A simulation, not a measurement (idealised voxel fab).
The name of this process module is voxel tone inversion.
Cross-section cut spans 205 nm and uses square cells 5 nm in size.
Bands, listed from the top down, are how a cross-section gets written in this document; the cross-section itself is a grid of square cells, and a band is one or more rows of them.
A band entry consists of two parts. The first gives the height of the band's top and the height of its bottom, in nm. The rest lists the band's materials from left to right, each with its width in nm. A single material labelled with the word "everywhere" fills the band from edge to edge, and the word "blank" marks empty space.
Convention: height 0 is the level below which the wafer, as received, is all one material. The lowest band does not terminate at the bottom but continues downward, represented as "0 -> down".
Note: "30->40" means the width goes from the first number (top row of the band) to the second number (bottom row) in equal steps per row of cells.
"stayed the same", as given for a step, is the statement that not any cell of the cross-section underwent a change during that step.
Entry "Closed void catalog". Content: empty spaces with no open connection to the top, size 8 cells or greater. Each: width x height at distance. Distance: from left edge. Unit: nm.
Anything after a step's settings on that line? It's the simulator's own note about the step.
If you see "overlay nm" on a step's line and that step has a mask, it's telling you how far right of where it was planned the mask ended up; a negative number means it went left instead.
The planned process steps are enumerated hereunder
| 1 | RECEIVE [material Si] |
| 2 | CONFORMAL_DEP [material SiCN] [thk nm 5] |
| 3 | DIRECTIONAL_DEP [material polySi] [thk nm 20] |
| 4 | PATTERN [tone cover] [mask id POSTS] [material resist] [width nm 25] [pitch nm 50] [thk nm 30] [overlay nm 0] |
| 5 | DIRECTIONAL_ETCH [etch materials polySi] [depth nm 20] |
| 6 | STRIP [etch materials resist] |
| 7 | FILL_DEP [material SiO2] [thk nm 10] |
| 8 | CMP [height nm 25] |
| 9 | STRIP [etch materials polySi] |
| 10 | CONFORMAL_DEP [material TiN] [thk nm 5] |
| 11 | FILL_DEP [material Ru] [thk nm 10] |
| 12 | CMP [height nm 25] |
| 13 | CONFORMAL_DEP [material SiCN] [thk nm 5] |
So, the first of our two wafers, run just as we planned it
Cross-section of the wafer as it came to us, i.e., already through step 1
> 0 -> down: Si everywhere
> Closed void catalog: none
The wafer, seen in cross-section, after step 2
> 5 -> 0: SiCN everywhere
> Under 0: no change, same as before.
The wafer, seen in cross-section, after step 3
> 25 -> 5: polySi everywhere
> Under 5: no change, same as before.
The wafer, seen in cross-section, after step 4
> 55 -> 25: blank 15 nm  resist 25 nm  blank 25 nm  resist 25 nm  blank 25 nm  resist 25 nm  blank 25 nm  resist 25 nm  blank 15 nm
> Under 25: no change, same as before.
The wafer, seen in cross-section, after step 5
> 55 -> 25: blank 15 nm  resist 25 nm  blank 25 nm  resist 25 nm  blank 25 nm  resist 25 nm  blank 25 nm  resist 25 nm  blank 15 nm
> 25 -> 5: blank 15 nm  polySi 25 nm  blank 25 nm  polySi 25 nm  blank 25 nm  polySi 25 nm  blank 25 nm  polySi 25 nm  blank 15 nm
> Under 5: no change, same as before.
The wafer, seen in cross-section, after step 6
> 25 -> 5: blank 15 nm  polySi 25 nm  blank 25 nm  polySi 25 nm  blank 25 nm  polySi 25 nm  blank 25 nm  polySi 25 nm  blank 15 nm
> Under 5: no change, same as before.
The wafer, seen in cross-section, after step 7
> 35 -> 25: SiO2 everywhere
> 25 -> 5: SiO2 15 nm  polySi 25 nm  SiO2 25 nm  polySi 25 nm  SiO2 25 nm  polySi 25 nm  SiO2 25 nm  polySi 25 nm  SiO2 15 nm
> Under 5: no change, same as before.
The wafer, seen in cross-section, after step 8
> 25 -> 5: SiO2 15 nm  polySi 25 nm  SiO2 25 nm  polySi 25 nm  SiO2 25 nm  polySi 25 nm  SiO2 25 nm  polySi 25 nm  SiO2 15 nm
> Under 5: no change, same as before.
The wafer, seen in cross-section, after step 9
> 25 -> 5: SiO2 15 nm  blank 25 nm  SiO2 25 nm  blank 25 nm  SiO2 25 nm  blank 25 nm  SiO2 25 nm  blank 25 nm  SiO2 15 nm
> Under 5: no change, same as before.
The wafer, seen in cross-section, after step 10
> 30 -> 25: TiN 20 nm  blank 15 nm  TiN 35 nm  blank 15 nm  TiN 35 nm  blank 15 nm  TiN 35 nm  blank 15 nm  TiN 20 nm
> 25 -> 10: SiO2 15 nm  TiN 5 nm  blank 15 nm  TiN 5 nm  SiO2 25 nm  TiN 5 nm  blank 15 nm  TiN 5 nm  SiO2 25 nm  TiN 5 nm  blank 15 nm  TiN 5 nm  SiO2 25 nm  TiN 5 nm  blank 15 nm  TiN 5 nm  SiO2 15 nm
> 10 -> 5: SiO2 15 nm  TiN 25 nm  SiO2 25 nm  TiN 25 nm  SiO2 25 nm  TiN 25 nm  SiO2 25 nm  TiN 25 nm  SiO2 15 nm
> Under 5: no change, same as before.
The wafer, seen in cross-section, after step 11
> 40 -> 30: Ru everywhere
> 30 -> 25: TiN 20 nm  Ru 15 nm  TiN 35 nm  Ru 15 nm  TiN 35 nm  Ru 15 nm  TiN 35 nm  Ru 15 nm  TiN 20 nm
> 25 -> 10: SiO2 15 nm  TiN 5 nm  Ru 15 nm  TiN 5 nm  SiO2 25 nm  TiN 5 nm  Ru 15 nm  TiN 5 nm  SiO2 25 nm  TiN 5 nm  Ru 15 nm  TiN 5 nm  SiO2 25 nm  TiN 5 nm  Ru 15 nm  TiN 5 nm  SiO2 15 nm
> Under 10: no change, same as before.
The wafer, seen in cross-section, after step 12
> 25 -> 10: SiO2 15 nm  TiN 5 nm  Ru 15 nm  TiN 5 nm  SiO2 25 nm  TiN 5 nm  Ru 15 nm  TiN 5 nm  SiO2 25 nm  TiN 5 nm  Ru 15 nm  TiN 5 nm  SiO2 25 nm  TiN 5 nm  Ru 15 nm  TiN 5 nm  SiO2 15 nm
> Under 10: no change, same as before.
The wafer, seen in cross-section, after step 13
> 30 -> 25: SiCN everywhere
> Under 25: no change, same as before.
Wafer two of the pair: same origin, same plan, one error during the run; identical to wafer one up to and including step 3
Cross-sectional view of the second wafer at the intended end time of process step 4
> 55 -> 25: blank 20 nm  resist 15 nm  blank 35 nm  resist 15 nm  blank 35 nm  resist 15 nm  blank 35 nm  resist 15 nm  blank 20 nm
> Under 25: no change, same as before.
Cross-sectional view of the second wafer at the intended end time of process step 5
> 55 -> 25: blank 20 nm  resist 15 nm  blank 35 nm  resist 15 nm  blank 35 nm  resist 15 nm  blank 35 nm  resist 15 nm  blank 20 nm
> 25 -> 5: blank 20 nm  polySi 15 nm  blank 35 nm  polySi 15 nm  blank 35 nm  polySi 15 nm  blank 35 nm  polySi 15 nm  blank 20 nm
> Under 5: no change, same as before.
Cross-sectional view of the second wafer at the intended end time of process step 6
> 25 -> 5: blank 20 nm  polySi 15 nm  blank 35 nm  polySi 15 nm  blank 35 nm  polySi 15 nm  blank 35 nm  polySi 15 nm  blank 20 nm
> Under 5: no change, same as before.
Cross-sectional view of the second wafer at the intended end time of process step 7
> 35 -> 25: SiO2 everywhere
> 25 -> 5: SiO2 20 nm  polySi 15 nm  SiO2 35 nm  polySi 15 nm  SiO2 35 nm  polySi 15 nm  SiO2 35 nm  polySi 15 nm  SiO2 20 nm
> Under 5: no change, same as before.
Cross-sectional view of the second wafer at the intended end time of process step 8
> 25 -> 5: SiO2 20 nm  polySi 15 nm  SiO2 35 nm  polySi 15 nm  SiO2 35 nm  polySi 15 nm  SiO2 35 nm  polySi 15 nm  SiO2 20 nm
> Under 5: no change, same as before.
Cross-sectional view of the second wafer at the intended end time of process step 9
> 25 -> 5: SiO2 20 nm  blank 15 nm  SiO2 35 nm  blank 15 nm  SiO2 35 nm  blank 15 nm  SiO2 35 nm  blank 15 nm  SiO2 20 nm
> Under 5: no change, same as before.
Cross-sectional view of the second wafer at the intended end time of process step 10
> 30 -> 25: TiN 25 nm  blank 5 nm  TiN 45 nm  blank 5 nm  TiN 45 nm  blank 5 nm  TiN 45 nm  blank 5 nm  TiN 25 nm
> 25 -> 10: SiO2 20 nm  TiN 5 nm  blank 5 nm  TiN 5 nm  SiO2 35 nm  TiN 5 nm  blank 5 nm  TiN 5 nm  SiO2 35 nm  TiN 5 nm  blank 5 nm  TiN 5 nm  SiO2 35 nm  TiN 5 nm  blank 5 nm  TiN 5 nm  SiO2 20 nm
> 10 -> 5: SiO2 20 nm  TiN 15 nm  SiO2 35 nm  TiN 15 nm  SiO2 35 nm  TiN 15 nm  SiO2 35 nm  TiN 15 nm  SiO2 20 nm
> Under 5: no change, same as before.
Cross-sectional view of the second wafer at the intended end time of process step 11
> 40 -> 30: Ru everywhere
> 30 -> 25: TiN 25 nm  Ru 5 nm  TiN 45 nm  Ru 5 nm  TiN 45 nm  Ru 5 nm  TiN 45 nm  Ru 5 nm  TiN 25 nm
> 25 -> 10: SiO2 20 nm  TiN 5 nm  Ru 5 nm  TiN 5 nm  SiO2 35 nm  TiN 5 nm  Ru 5 nm  TiN 5 nm  SiO2 35 nm  TiN 5 nm  Ru 5 nm  TiN 5 nm  SiO2 35 nm  TiN 5 nm  Ru 5 nm  TiN 5 nm  SiO2 20 nm
> Under 10: no change, same as before.
Cross-sectional view of the second wafer at the intended end time of process step 12
> 25 -> 10: SiO2 20 nm  TiN 5 nm  Ru 5 nm  TiN 5 nm  SiO2 35 nm  TiN 5 nm  Ru 5 nm  TiN 5 nm  SiO2 35 nm  TiN 5 nm  Ru 5 nm  TiN 5 nm  SiO2 35 nm  TiN 5 nm  Ru 5 nm  TiN 5 nm  SiO2 20 nm
> Under 10: no change, same as before.
Cross-sectional view of the second wafer at the intended end time of process step 13
> 30 -> 25: SiCN everywhere
> Under 25: no change, same as before.
Where did the run depart from the plan? step 4 did not happen as planned, as run it was PATTERN [tone cover] [mask id POSTS] [material resist] [width nm 15] [pitch nm 50] [thk nm 30] [overlay nm 0]
In the final state, the cell counts of the second wafer exceed or fall short of those of the first for the following materials: 24 fewer of Ru | 32 more of SiO2 | 8 fewer of TiN
